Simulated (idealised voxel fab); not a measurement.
Module name: voxel double patterning (process module)
Xsec cut, 265 nm wide, square cell size 5 nm.
Heads up, the way a cross-section reads in here is a grid of square cells, handed over as bands from the top down, with every band being one or more rows of cells.
The band entry comprises the height of the band's top followed by the height of its bottom, expressed in nm, and subsequently the band's materials from left to right, each stated together with its width in nm. Where a single material is marked with the word "everywhere", that material fills the band from edge to edge. The word "blank" represents empty space.
We count height from 0. Below that, the starting wafer is all one material. The lowest band never ends at the bottom but goes on down; see "0..down" for how that is written.
The notation "30->40" denotes a width that varies across the rows of cells in the band, beginning at the first number in the top row, finishing at the second number in the bottom row, and changing by an identical amount from each row to the next.
It should be understood that the words "nothing changed", when stated for a given step, signify that the cross-section underwent no change in any of its cells during that step.
The entry titled "Closed void inventory" provides the empty spaces that have no open way to the top, restricted to those of 8 cells or more. Each is presented as width x height at distance, the distance being measured from the left edge, with all three in nm.
Post-settings text on a step line: simulator's own remark regarding the step.
overlay nm: right-of-plan distance of the mask on a masked step; negative values mean left-of-plan.
Heads up before you read on: it's before/after pairs around one process step each, after side only down to the lowest band that changed, step plus settings under the pair. Pairs can be from different runs of this module, same starting wafer, so only chain a pair onto the one above if its "Pre-step section" entry says so.
Pre-step section:
> 0..down | Si everywhere
> Closed void inventory: none
Post-Step Section View:
> 10..0 | SiO2 everywhere
> Below 0 it's all the same as before, nothing changed down there.
> Closed void inventory: none
To go from the before cross-section above to the after cross-section, apply CONFORMAL_DEP,material SiO2,thk nm 10
Pre-step section: The cross-section prior to this step is the one presented after the step of the pair immediately above.
Post-Step Section View:
> 30..10 | W everywhere
> Below 10 it's all the same as before, nothing changed down there.
> Closed void inventory: none
To go from the before cross-section above to the after cross-section, apply DIRECTIONAL_DEP,material W,thk nm 20
Pre-step section: The cross-section prior to this step is the one presented after the step of the pair immediately above.
Post-Step Section View:
> 40..30 | SiCN everywhere
> Below 30 it's all the same as before, nothing changed down there.
> Closed void inventory: none
To go from the before cross-section above to the after cross-section, apply DIRECTIONAL_DEP,material SiCN,thk nm 10
Pre-step section: The cross-section prior to this step is the one presented after the step of the pair immediately above.
Post-Step Section View:
> 50..40 | aC everywhere
> Below 40 it's all the same as before, nothing changed down there.
> Closed void inventory: none
To go from the before cross-section above to the after cross-section, apply DIRECTIONAL_DEP,material aC,thk nm 10
Pre-step section: The cross-section prior to this step is the one presented after the step of the pair immediately above.
Post-Step Section View:
> 80..50 | 100 nm resist, 15 nm blank, 35 nm resist, 15 nm blank, 100 nm resist
> Below 50 it's all the same as before, nothing changed down there.
> Closed void inventory: none
To go from the before cross-section above to the after cross-section, apply PATTERN,tone open,mask id FIRST,material resist,width nm 15,pitch nm 50,thk nm 30,overlay nm 0
Pre-step section: The cross-section prior to this step is the one presented after the step of the pair immediately above.
Post-Step Section View:
> 70..50 | 100 nm resist, 15 nm blank, 35 nm resist, 15 nm blank, 100 nm resist
> 50..40 | 100 nm aC, 15 nm blank, 35 nm aC, 15 nm blank, 100 nm aC
> Below 40 it's all the same as before, nothing changed down there.
> Closed void inventory: none
To go from the before cross-section above to the after cross-section, apply DIRECTIONAL_ETCH,etch materials aC,depth nm 10
Pre-step section: The cross-section prior to this step is the one presented after the step of the pair immediately above.
Post-Step Section View:
> 50..40 | 100 nm aC, 15 nm blank, 35 nm aC, 15 nm blank, 100 nm aC
> Below 40 it's all the same as before, nothing changed down there.
> Closed void inventory: none
To go from the before cross-section above to the after cross-section, apply STRIP,etch materials resist
Pre-step section: The cross-section prior to this step is the one presented after the step of the pair immediately above.
Post-Step Section View:
> 50..40 | 100 nm aC, 15 nm blank, 35 nm aC, 15 nm blank, 100 nm aC
> 40..30 | 100 nm SiCN, 15 nm blank, 35 nm SiCN, 15 nm blank, 100 nm SiCN
> Below 30 it's all the same as before, nothing changed down there.
> Closed void inventory: none
To go from the before cross-section above to the after cross-section, apply DIRECTIONAL_ETCH,etch materials SiCN,depth nm 10
Pre-step section: The cross-section prior to this step is the one presented after the step of the pair immediately above.
Post-Step Section View:
> 40..30 | 100 nm SiCN, 15 nm blank, 35 nm SiCN, 15 nm blank, 100 nm SiCN
> Below 30 it's all the same as before, nothing changed down there.
> Closed void inventory: none
To go from the before cross-section above to the after cross-section, apply STRIP,etch materials aC
Pre-step section: The cross-section prior to this step is the one presented after the step of the pair immediately above.
Post-Step Section View:
> 40..30 | 100 nm SiCN, 15 nm blank, 10 nm SiCN, 15 nm blank, 10 nm SiCN, 15 nm blank, 100 nm SiCN
> Below 30 it's all the same as before, nothing changed down there.
> Closed void inventory: none
To go from the before cross-section above to the after cross-section, apply MASKED_ETCH,tone open,mask id SECOND,width nm 15,etch materials SiCN,depth nm 10,overlay nm 0
Pre-step section: The cross-section prior to this step is the one presented after the step of the pair immediately above.
Post-Step Section View:
> 40..30 | 100 nm SiCN, 15 nm blank, 10 nm SiCN, 15 nm blank, 10 nm SiCN, 15 nm blank, 100 nm SiCN
> 30..10 | 100 nm W, 15 nm blank, 10 nm W, 15 nm blank, 10 nm W, 15 nm blank, 100 nm W
> Below 10 it's all the same as before, nothing changed down there.
> Closed void inventory: none
To go from the before cross-section above to the after cross-section, apply DIRECTIONAL_ETCH,etch materials W,depth nm 20
Pre-step section: The cross-section prior to this step is the one presented after the step of the pair immediately above.
Post-Step Section View:
> 30..10 | 100 nm W, 15 nm blank, 10 nm W, 15 nm blank, 10 nm W, 15 nm blank, 100 nm W
> Below 10 it's all the same as before, nothing changed down there.
> Closed void inventory: none
To go from the before cross-section above to the after cross-section, apply STRIP,etch materials SiCN
Pre-step section:
> 0..down | Si everywhere
> Closed void inventory: none
Post-Step Section View:
> 20..0 | W everywhere
> Below 0 it's all the same as before, nothing changed down there.
> Closed void inventory: none
To go from the before cross-section above to the after cross-section, apply DIRECTIONAL_DEP,material W,thk nm 20
Pre-step section: The cross-section prior to this step is the one presented after the step of the pair immediately above.
Post-Step Section View:
> 30..20 | SiCN everywhere
> Below 20 it's all the same as before, nothing changed down there.
> Closed void inventory: none
To go from the before cross-section above to the after cross-section, apply DIRECTIONAL_DEP,material SiCN,thk nm 10
Pre-step section: The cross-section prior to this step is the one presented after the step of the pair immediately above.
Post-Step Section View:
> 40..30 | aC everywhere
> Below 30 it's all the same as before, nothing changed down there.
> Closed void inventory: none
To go from the before cross-section above to the after cross-section, apply DIRECTIONAL_DEP,material aC,thk nm 10
Pre-step section: The cross-section prior to this step is the one presented after the step of the pair immediately above.
Post-Step Section View:
> 70..40 | 100 nm resist, 15 nm blank, 35 nm resist, 15 nm blank, 100 nm resist
> Below 40 it's all the same as before, nothing changed down there.
> Closed void inventory: none
To go from the before cross-section above to the after cross-section, apply PATTERN,tone open,mask id FIRST,material resist,width nm 15,pitch nm 50,thk nm 30,overlay nm 0
Pre-step section: The cross-section prior to this step is the one presented after the step of the pair immediately above.
Post-Step Section View:
> 60..40 | 100 nm resist, 15 nm blank, 35 nm resist, 15 nm blank, 100 nm resist
> 40..30 | 100 nm aC, 15 nm blank, 35 nm aC, 15 nm blank, 100 nm aC
> Below 30 it's all the same as before, nothing changed down there.
> Closed void inventory: none
To go from the before cross-section above to the after cross-section, apply DIRECTIONAL_ETCH,etch materials aC,depth nm 10
Pre-step section: The cross-section prior to this step is the one presented after the step of the pair immediately above.
Post-Step Section View:
> 40..30 | 100 nm aC, 15 nm blank, 35 nm aC, 15 nm blank, 100 nm aC
> Below 30 it's all the same as before, nothing changed down there.
> Closed void inventory: none
To go from the before cross-section above to the after cross-section, apply STRIP,etch materials resist
Pre-step section: The cross-section prior to this step is the one presented after the step of the pair immediately above.
Post-Step Section View:
> 40..30 | 100 nm aC, 15 nm blank, 35 nm aC, 15 nm blank, 100 nm aC
> 30..20 | 100 nm SiCN, 15 nm blank, 35 nm SiCN, 15 nm blank, 100 nm SiCN
> Below 20 it's all the same as before, nothing changed down there.
> Closed void inventory: none
To go from the before cross-section above to the after cross-section, apply DIRECTIONAL_ETCH,etch materials SiCN,depth nm 10
Pre-step section: The cross-section prior to this step is the one presented after the step of the pair immediately above.
Post-Step Section View:
> 30..20 | 100 nm SiCN, 15 nm blank, 35 nm SiCN, 15 nm blank, 100 nm SiCN
> Below 20 it's all the same as before, nothing changed down there.
> Closed void inventory: none
To go from the before cross-section above to the after cross-section, apply STRIP,etch materials aC
Pre-step section: The cross-section prior to this step is the one presented after the step of the pair immediately above.
Post-Step Section View:
> 30..20 | 100 nm SiCN, 15 nm blank, 10 nm SiCN, 15 nm blank, 10 nm SiCN, 15 nm blank, 100 nm SiCN
> Below 20 it's all the same as before, nothing changed down there.
> Closed void inventory: none
To go from the before cross-section above to the after cross-section, apply MASKED_ETCH,tone open,mask id SECOND,width nm 15,etch materials SiCN,depth nm 10,overlay nm 0
Pre-step section: The cross-section prior to this step is the one presented after the step of the pair immediately above.
Post-Step Section View:
> 30..20 | 100 nm SiCN, 15 nm blank, 10 nm SiCN, 15 nm blank, 10 nm SiCN, 15 nm blank, 100 nm SiCN
> 20..0 | 100 nm W, 15 nm blank, 10 nm W, 15 nm blank, 10 nm W, 15 nm blank, 100 nm W
> Below 0 it's all the same as before, nothing changed down there.
> Closed void inventory: none
To go from the before cross-section above to the after cross-section, apply DIRECTIONAL_ETCH,etch materials W,depth nm 20
Pre-step section: The cross-section prior to this step is the one presented after the step of the pair immediately above.
Post-Step Section View:
> 20..0 | 100 nm W, 15 nm blank, 10 nm W, 15 nm blank, 10 nm W, 15 nm blank, 100 nm W
> Below 0 it's all the same as before, nothing changed down there.
> Closed void inventory: none
To go from the before cross-section above to the after cross-section, apply STRIP,etch materials SiCN
Pre-step section:
> 30..10 | W everywhere
> 10..0 | SiO2 everywhere
> 0..down | Si everywhere
> Closed void inventory: none
Post-Step Section View:
> 50..10 | W everywhere
> Below 10 it's all the same as before, nothing changed down there.
> Closed void inventory: none
To go from the before cross-section above to the after cross-section, apply DIRECTIONAL_DEP,material W,thk nm 20
Pre-step section: The cross-section prior to this step is the one presented after the step of the pair immediately above.
Post-Step Section View:
> 60..50 | SiCN everywhere
> Below 50 it's all the same as before, nothing changed down there.
> Closed void inventory: none
To go from the before cross-section above to the after cross-section, apply DIRECTIONAL_DEP,material SiCN,thk nm 10
Pre-step section: The cross-section prior to this step is the one presented after the step of the pair immediately above.
Post-Step Section View:
> 70..60 | aC everywhere
> Below 60 it's all the same as before, nothing changed down there.
> Closed void inventory: none
To go from the before cross-section above to the after cross-section, apply DIRECTIONAL_DEP,material aC,thk nm 10
Pre-step section: The cross-section prior to this step is the one presented after the step of the pair immediately above.
Post-Step Section View:
> 100..70 | 100 nm resist, 15 nm blank, 35 nm resist, 15 nm blank, 100 nm resist
> Below 70 it's all the same as before, nothing changed down there.
> Closed void inventory: none
To go from the before cross-section above to the after cross-section, apply PATTERN,tone open,mask id FIRST,material resist,width nm 15,pitch nm 50,thk nm 30,overlay nm 0
Pre-step section: The cross-section prior to this step is the one presented after the step of the pair immediately above.
Post-Step Section View:
> 90..70 | 100 nm resist, 15 nm blank, 35 nm resist, 15 nm blank, 100 nm resist
> 70..60 | 100 nm aC, 15 nm blank, 35 nm aC, 15 nm blank, 100 nm aC
> Below 60 it's all the same as before, nothing changed down there.
> Closed void inventory: none
To go from the before cross-section above to the after cross-section, apply DIRECTIONAL_ETCH,etch materials aC,depth nm 10
Pre-step section: The cross-section prior to this step is the one presented after the step of the pair immediately above.
Post-Step Section View:
> 70..60 | 100 nm aC, 15 nm blank, 35 nm aC, 15 nm blank, 100 nm aC
> Below 60 it's all the same as before, nothing changed down there.
> Closed void inventory: none
To go from the before cross-section above to the after cross-section, apply STRIP,etch materials resist
Pre-step section: The cross-section prior to this step is the one presented after the step of the pair immediately above.
Post-Step Section View:
> 70..60 | 100 nm aC, 15 nm blank, 35 nm aC, 15 nm blank, 100 nm aC
> 60..50 | 100 nm SiCN, 15 nm blank, 35 nm SiCN, 15 nm blank, 100 nm SiCN
> Below 50 it's all the same as before, nothing changed down there.
> Closed void inventory: none
To go from the before cross-section above to the after cross-section, apply DIRECTIONAL_ETCH,etch materials SiCN,depth nm 10
Pre-step section: The cross-section prior to this step is the one presented after the step of the pair immediately above.
Post-Step Section View:
> 60..50 | 100 nm SiCN, 15 nm blank, 35 nm SiCN, 15 nm blank, 100 nm SiCN
> Below 50 it's all the same as before, nothing changed down there.
> Closed void inventory: none
To go from the before cross-section above to the after cross-section, apply STRIP,etch materials aC
Pre-step section: The cross-section prior to this step is the one presented after the step of the pair immediately above.
Post-Step Section View:
> 60..50 | 100 nm SiCN, 15 nm blank, 10 nm SiCN, 15 nm blank, 10 nm SiCN, 15 nm blank, 100 nm SiCN
> Below 50 it's all the same as before, nothing changed down there.
> Closed void inventory: none
To go from the before cross-section above to the after cross-section, apply MASKED_ETCH,tone open,mask id SECOND,width nm 15,etch materials SiCN,depth nm 10,overlay nm 0
Pre-step section: The cross-section prior to this step is the one presented after the step of the pair immediately above.
Post-Step Section View:
> 60..50 | 100 nm SiCN, 15 nm blank, 10 nm SiCN, 15 nm blank, 10 nm SiCN, 15 nm blank, 100 nm SiCN
> 50..30 | 100 nm W, 15 nm blank, 10 nm W, 15 nm blank, 10 nm W, 15 nm blank, 100 nm W
> Below 30 it's all the same as before, nothing changed down there.
> Closed void inventory: none
To go from the before cross-section above to the after cross-section, apply DIRECTIONAL_ETCH,etch materials W,depth nm 20
Pre-step section: The cross-section prior to this step is the one presented after the step of the pair immediately above.
Post-Step Section View:
> 50..30 | 100 nm W, 15 nm blank, 10 nm W, 15 nm blank, 10 nm W, 15 nm blank, 100 nm W
> Below 30 it's all the same as before, nothing changed down there.
> Closed void inventory: none
To go from the before cross-section above to the after cross-section, apply STRIP,etch materials SiCN
Pre-step section:
> 20..0 | W everywhere
> 0..down | Si everywhere
> Closed void inventory: none
Post-Step Section View:
> 30..20 | SiO2 everywhere
> Below 20 it's all the same as before, nothing changed down there.
> Closed void inventory: none
To go from the before cross-section above to the after cross-section, apply CONFORMAL_DEP,material SiO2,thk nm 10
Pre-step section: The cross-section prior to this step is the one presented after the step of the pair immediately above.
Post-Step Section View:
> 40..30 | SiCN everywhere
> Below 30 it's all the same as before, nothing changed down there.
> Closed void inventory: none
To go from the before cross-section above to the after cross-section, apply DIRECTIONAL_DEP,material SiCN,thk nm 10
Pre-step section: The cross-section prior to this step is the one presented after the step of the pair immediately above.
Post-Step Section View:
> 50..40 | aC everywhere
> Below 40 it's all the same as before, nothing changed down there.
> Closed void inventory: none
To go from the before cross-section above to the after cross-section, apply DIRECTIONAL_DEP,material aC,thk nm 10
Pre-step section: The cross-section prior to this step is the one presented after the step of the pair immediately above.
Post-Step Section View:
> 80..50 | 100 nm resist, 15 nm blank, 35 nm resist, 15 nm blank, 100 nm resist
> Below 50 it's all the same as before, nothing changed down there.
> Closed void inventory: none
To go from the before cross-section above to the after cross-section, apply PATTERN,tone open,mask id FIRST,material resist,width nm 15,pitch nm 50,thk nm 30,overlay nm 0
Pre-step section: The cross-section prior to this step is the one presented after the step of the pair immediately above.
Post-Step Section View:
> 70..50 | 100 nm resist, 15 nm blank, 35 nm resist, 15 nm blank, 100 nm resist
> 50..40 | 100 nm aC, 15 nm blank, 35 nm aC, 15 nm blank, 100 nm aC
> Below 40 it's all the same as before, nothing changed down there.
> Closed void inventory: none
To go from the before cross-section above to the after cross-section, apply DIRECTIONAL_ETCH,etch materials aC,depth nm 10
Pre-step section: The cross-section prior to this step is the one presented after the step of the pair immediately above.
Post-Step Section View:
> 50..40 | 100 nm aC, 15 nm blank, 35 nm aC, 15 nm blank, 100 nm aC
> Below 40 it's all the same as before, nothing changed down there.
> Closed void inventory: none
To go from the before cross-section above to the after cross-section, apply STRIP,etch materials resist
Pre-step section: The cross-section prior to this step is the one presented after the step of the pair immediately above.
Post-Step Section View:
> 50..40 | 100 nm aC, 15 nm blank, 35 nm aC, 15 nm blank, 100 nm aC
> 40..30 | 100 nm SiCN, 15 nm blank, 35 nm SiCN, 15 nm blank, 100 nm SiCN
> Below 30 it's all the same as before, nothing changed down there.
> Closed void inventory: none
To go from the before cross-section above to the after cross-section, apply DIRECTIONAL_ETCH,etch materials SiCN,depth nm 10
Pre-step section: The cross-section prior to this step is the one presented after the step of the pair immediately above.
Post-Step Section View:
> 40..30 | 100 nm SiCN, 15 nm blank, 35 nm SiCN, 15 nm blank, 100 nm SiCN
> Below 30 it's all the same as before, nothing changed down there.
> Closed void inventory: none
To go from the before cross-section above to the after cross-section, apply STRIP,etch materials aC
Pre-step section: The cross-section prior to this step is the one presented after the step of the pair immediately above.
Post-Step Section View:
> 40..30 | 100 nm SiCN, 15 nm blank, 10 nm SiCN, 15 nm blank, 10 nm SiCN, 15 nm blank, 100 nm SiCN
> Below 30 it's all the same as before, nothing changed down there.
> Closed void inventory: none
To go from the before cross-section above to the after cross-section, apply MASKED_ETCH,tone open,mask id SECOND,width nm 15,etch materials SiCN,depth nm 10,overlay nm 0
Pre-step section: The cross-section prior to this step is the one presented after the step of the pair immediately above.
Post-Step Section View:
> 30..20 | SiO2 everywhere
> Below 20 it's all the same as before, nothing changed down there.
> Closed void inventory: none
To go from the before cross-section above to the after cross-section, apply STRIP,etch materials SiCN
Pre-step section:
> 40..30 | 100 nm SiCN, 15 nm blank, 10 nm SiCN, 15 nm blank, 10 nm SiCN, 15 nm blank, 100 nm SiCN
> 30..10 | W everywhere
> 10..0 | SiO2 everywhere
> 0..down | Si everywhere
> Closed void inventory: none
Post-Step Section View:
> 40..30 | 100 nm SiCN, 15 nm blank, 10 nm SiCN, 15 nm blank, 10 nm SiCN, 15 nm blank, 100 nm SiCN
> 30..20 | 100 nm W, 15 nm blank, 10 nm W, 15 nm blank, 10 nm W, 15 nm blank, 100 nm W
> Below 20 it's all the same as before, nothing changed down there.
> Closed void inventory: none
To go from the before cross-section above to the after cross-section, apply DIRECTIONAL_ETCH,etch materials W,depth nm 10
Pre-step section: The cross-section prior to this step is the one presented after the step of the pair immediately above.
Post-Step Section View:
> 30..20 | 100 nm W, 15 nm blank, 10 nm W, 15 nm blank, 10 nm W, 15 nm blank, 100 nm W
> Below 20 it's all the same as before, nothing changed down there.
> Closed void inventory: none
To go from the before cross-section above to the after cross-section, apply STRIP,etch materials SiCN
Pre-step section:
> 40..30 | 100 nm SiCN, 15 nm blank, 35 nm SiCN, 15 nm blank, 100 nm SiCN
> 30..10 | W everywhere
> 10..0 | SiO2 everywhere
> 0..down | Si everywhere
> Closed void inventory: none
Post-Step Section View:
> 40..30 | 100 nm SiCN, 15 nm blank, 10 nm SiCN, 20 nm blank, 5 nm SiCN, 15 nm blank, 100 nm SiCN
> Below 30 it's all the same as before, nothing changed down there.
> Closed void inventory: none
To go from the before cross-section above to the after cross-section, apply MASKED_ETCH,tone open,mask id SECOND,width nm 20,etch materials SiCN,depth nm 10,overlay nm 0
Pre-step section: The cross-section prior to this step is the one presented after the step of the pair immediately above.
Post-Step Section View:
> 40..30 | 100 nm SiCN, 15 nm blank, 10 nm SiCN, 20 nm blank, 5 nm SiCN, 15 nm blank, 100 nm SiCN
> 30..10 | 100 nm W, 15 nm blank, 10 nm W, 20 nm blank, 5 nm W, 15 nm blank, 100 nm W
> Below 10 it's all the same as before, nothing changed down there.
> Closed void inventory: none
To go from the before cross-section above to the after cross-section, apply DIRECTIONAL_ETCH,etch materials W,depth nm 20
Pre-step section: The cross-section prior to this step is the one presented after the step of the pair immediately above.
Post-Step Section View:
> 30..10 | 100 nm W, 15 nm blank, 10 nm W, 20 nm blank, 5 nm W, 15 nm blank, 100 nm W
> Below 10 it's all the same as before, nothing changed down there.
> Closed void inventory: none
To go from the before cross-section above to the after cross-section, apply STRIP,etch materials SiCN
Pre-step section:
> 50..40 | aC everywhere
> 40..30 | SiCN everywhere
> 30..10 | W everywhere
> 10..0 | SiO2 everywhere
> 0..down | Si everywhere
> Closed void inventory: none
Post-Step Section View:
> 80..50 | 95 nm resist, 15 nm blank, 35 nm resist, 15 nm blank, 105 nm resist
> Below 50 it's all the same as before, nothing changed down there.
> Closed void inventory: none
To go from the before cross-section above to the after cross-section, apply PATTERN,tone open,mask id FIRST,material resist,width nm 15,pitch nm 50,thk nm 30,overlay nm -5
Pre-step section: The cross-section prior to this step is the one presented after the step of the pair immediately above.
Post-Step Section View:
> 70..50 | 95 nm resist, 15 nm blank, 35 nm resist, 15 nm blank, 105 nm resist
> 50..40 | 95 nm aC, 15 nm blank, 35 nm aC, 15 nm blank, 105 nm aC
> Below 40 it's all the same as before, nothing changed down there.
> Closed void inventory: none
To go from the before cross-section above to the after cross-section, apply DIRECTIONAL_ETCH,etch materials aC,depth nm 10
Pre-step section: The cross-section prior to this step is the one presented after the step of the pair immediately above.
Post-Step Section View:
> 50..40 | 95 nm aC, 15 nm blank, 35 nm aC, 15 nm blank, 105 nm aC
> Below 40 it's all the same as before, nothing changed down there.
> Closed void inventory: none
To go from the before cross-section above to the after cross-section, apply STRIP,etch materials resist
Pre-step section: The cross-section prior to this step is the one presented after the step of the pair immediately above.
Post-Step Section View:
> 50..40 | 95 nm aC, 15 nm blank, 35 nm aC, 15 nm blank, 105 nm aC
> 40..30 | 95 nm SiCN, 15 nm blank, 35 nm SiCN, 15 nm blank, 105 nm SiCN
> Below 30 it's all the same as before, nothing changed down there.
> Closed void inventory: none
To go from the before cross-section above to the after cross-section, apply DIRECTIONAL_ETCH,etch materials SiCN,depth nm 10
Pre-step section: The cross-section prior to this step is the one presented after the step of the pair immediately above.
Post-Step Section View:
> 40..30 | 95 nm SiCN, 15 nm blank, 35 nm SiCN, 15 nm blank, 105 nm SiCN
> Below 30 it's all the same as before, nothing changed down there.
> Closed void inventory: none
To go from the before cross-section above to the after cross-section, apply STRIP,etch materials aC
Pre-step section: The cross-section prior to this step is the one presented after the step of the pair immediately above.
Post-Step Section View:
> 40..30 | 95 nm SiCN, 15 nm blank, 15 nm SiCN, 15 nm blank, 5 nm SiCN, 15 nm blank, 105 nm SiCN
> Below 30 it's all the same as before, nothing changed down there.
> Closed void inventory: none
To go from the before cross-section above to the after cross-section, apply MASKED_ETCH,tone open,mask id SECOND,width nm 15,etch materials SiCN,depth nm 10,overlay nm 0
Pre-step section: The cross-section prior to this step is the one presented after the step of the pair immediately above.
Post-Step Section View:
> 40..30 | 95 nm SiCN, 15 nm blank, 15 nm SiCN, 15 nm blank, 5 nm SiCN, 15 nm blank, 105 nm SiCN
> 30..10 | 95 nm W, 15 nm blank, 15 nm W, 15 nm blank, 5 nm W, 15 nm blank, 105 nm W
> Below 10 it's all the same as before, nothing changed down there.
> Closed void inventory: none
To go from the before cross-section above to the after cross-section, apply DIRECTIONAL_ETCH,etch materials W,depth nm 20
Pre-step section: The cross-section prior to this step is the one presented after the step of the pair immediately above.
Post-Step Section View:
> 30..10 | 95 nm W, 15 nm blank, 15 nm W, 15 nm blank, 5 nm W, 15 nm blank, 105 nm W
> Below 10 it's all the same as before, nothing changed down there.
> Closed void inventory: none
To go from the before cross-section above to the after cross-section, apply STRIP,etch materials SiCN
Pre-step section:
> 10..0 | SiO2 everywhere
> 0..down | Si everywhere
> Closed void inventory: none
Post-Step Section View:
> 30..0 | SiO2 everywhere
> Below 0 it's all the same as before, nothing changed down there.
> Closed void inventory: none
To go from the before cross-section above to the after cross-section, apply DIRECTIONAL_DEP,material SiO2,thk nm 20
Pre-step section: The cross-section prior to this step is the one presented after the step of the pair immediately above.
Post-Step Section View:
> 40..30 | SiCN everywhere
> Below 30 it's all the same as before, nothing changed down there.
> Closed void inventory: none
To go from the before cross-section above to the after cross-section, apply DIRECTIONAL_DEP,material SiCN,thk nm 10
Pre-step section: The cross-section prior to this step is the one presented after the step of the pair immediately above.
Post-Step Section View:
> 50..40 | aC everywhere
> Below 40 it's all the same as before, nothing changed down there.
> Closed void inventory: none
To go from the before cross-section above to the after cross-section, apply DIRECTIONAL_DEP,material aC,thk nm 10
Pre-step section: The cross-section prior to this step is the one presented after the step of the pair immediately above.
Post-Step Section View:
> 80..50 | 100 nm resist, 15 nm blank, 35 nm resist, 15 nm blank, 100 nm resist
> Below 50 it's all the same as before, nothing changed down there.
> Closed void inventory: none
To go from the before cross-section above to the after cross-section, apply PATTERN,tone open,mask id FIRST,material resist,width nm 15,pitch nm 50,thk nm 30,overlay nm 0
Pre-step section: The cross-section prior to this step is the one presented after the step of the pair immediately above.
Post-Step Section View:
> 70..50 | 100 nm resist, 15 nm blank, 35 nm resist, 15 nm blank, 100 nm resist
> 50..40 | 100 nm aC, 15 nm blank, 35 nm aC, 15 nm blank, 100 nm aC
> Below 40 it's all the same as before, nothing changed down there.
> Closed void inventory: none
To go from the before cross-section above to the after cross-section, apply DIRECTIONAL_ETCH,etch materials aC,depth nm 10
Pre-step section: The cross-section prior to this step is the one presented after the step of the pair immediately above.
Post-Step Section View:
> 50..40 | 100 nm aC, 15 nm blank, 35 nm aC, 15 nm blank, 100 nm aC
> Below 40 it's all the same as before, nothing changed down there.
> Closed void inventory: none
To go from the before cross-section above to the after cross-section, apply STRIP,etch materials resist
Pre-step section: The cross-section prior to this step is the one presented after the step of the pair immediately above.
Post-Step Section View:
> 50..40 | 100 nm aC, 15 nm blank, 35 nm aC, 15 nm blank, 100 nm aC
> 40..30 | 100 nm SiCN, 15 nm blank, 35 nm SiCN, 15 nm blank, 100 nm SiCN
> Below 30 it's all the same as before, nothing changed down there.
> Closed void inventory: none
To go from the before cross-section above to the after cross-section, apply DIRECTIONAL_ETCH,etch materials SiCN,depth nm 10
Pre-step section: The cross-section prior to this step is the one presented after the step of the pair immediately above.
Post-Step Section View:
> 40..30 | 100 nm SiCN, 15 nm blank, 35 nm SiCN, 15 nm blank, 100 nm SiCN
> Below 30 it's all the same as before, nothing changed down there.
> Closed void inventory: none
To go from the before cross-section above to the after cross-section, apply STRIP,etch materials aC
Pre-step section: The cross-section prior to this step is the one presented after the step of the pair immediately above.
Post-Step Section View:
> 40..30 | 100 nm SiCN, 15 nm blank, 10 nm SiCN, 15 nm blank, 10 nm SiCN, 15 nm blank, 100 nm SiCN
> Below 30 it's all the same as before, nothing changed down there.
> Closed void inventory: none
To go from the before cross-section above to the after cross-section, apply MASKED_ETCH,tone open,mask id SECOND,width nm 15,etch materials SiCN,depth nm 10,overlay nm 0
Pre-step section: The cross-section prior to this step is the one presented after the step of the pair immediately above.
Post-Step Section View:
> 30..0 | SiO2 everywhere
> Below 0 it's all the same as before, nothing changed down there.
> Closed void inventory: none
To go from the before cross-section above to the after cross-section, apply STRIP,etch materials SiCN
Pre-step section:
> 40..30 | 100 nm SiCN, 15 nm blank, 35 nm SiCN, 15 nm blank, 100 nm SiCN
> 30..10 | W everywhere
> 10..0 | SiO2 everywhere
> 0..down | Si everywhere
> Closed void inventory: none
Post-Step Section View:
> 40..30 | 125 nm blank, 15 nm SiCN, 125 nm blank
> Below 30 it's all the same as before, nothing changed down there.
> Closed void inventory: none
To go from the before cross-section above to the after cross-section, apply MASKED_ETCH,tone cover,mask id SECOND,width nm 15,etch materials SiCN,depth nm 10,overlay nm 0
Pre-step section: The cross-section prior to this step is the one presented after the step of the pair immediately above.
Post-Step Section View:
> 40..30 | 125 nm blank, 15 nm SiCN, 125 nm blank
> 30..10 | 125 nm blank, 15 nm W, 125 nm blank
> Below 10 it's all the same as before, nothing changed down there.
> Closed void inventory: none
To go from the before cross-section above to the after cross-section, apply DIRECTIONAL_ETCH,etch materials W,depth nm 20
Pre-step section: The cross-section prior to this step is the one presented after the step of the pair immediately above.
Post-Step Section View:
> 30..10 | 125 nm blank, 15 nm W, 125 nm blank
> Below 10 it's all the same as before, nothing changed down there.
> Closed void inventory: none
To go from the before cross-section above to the after cross-section, apply STRIP,etch materials SiCN
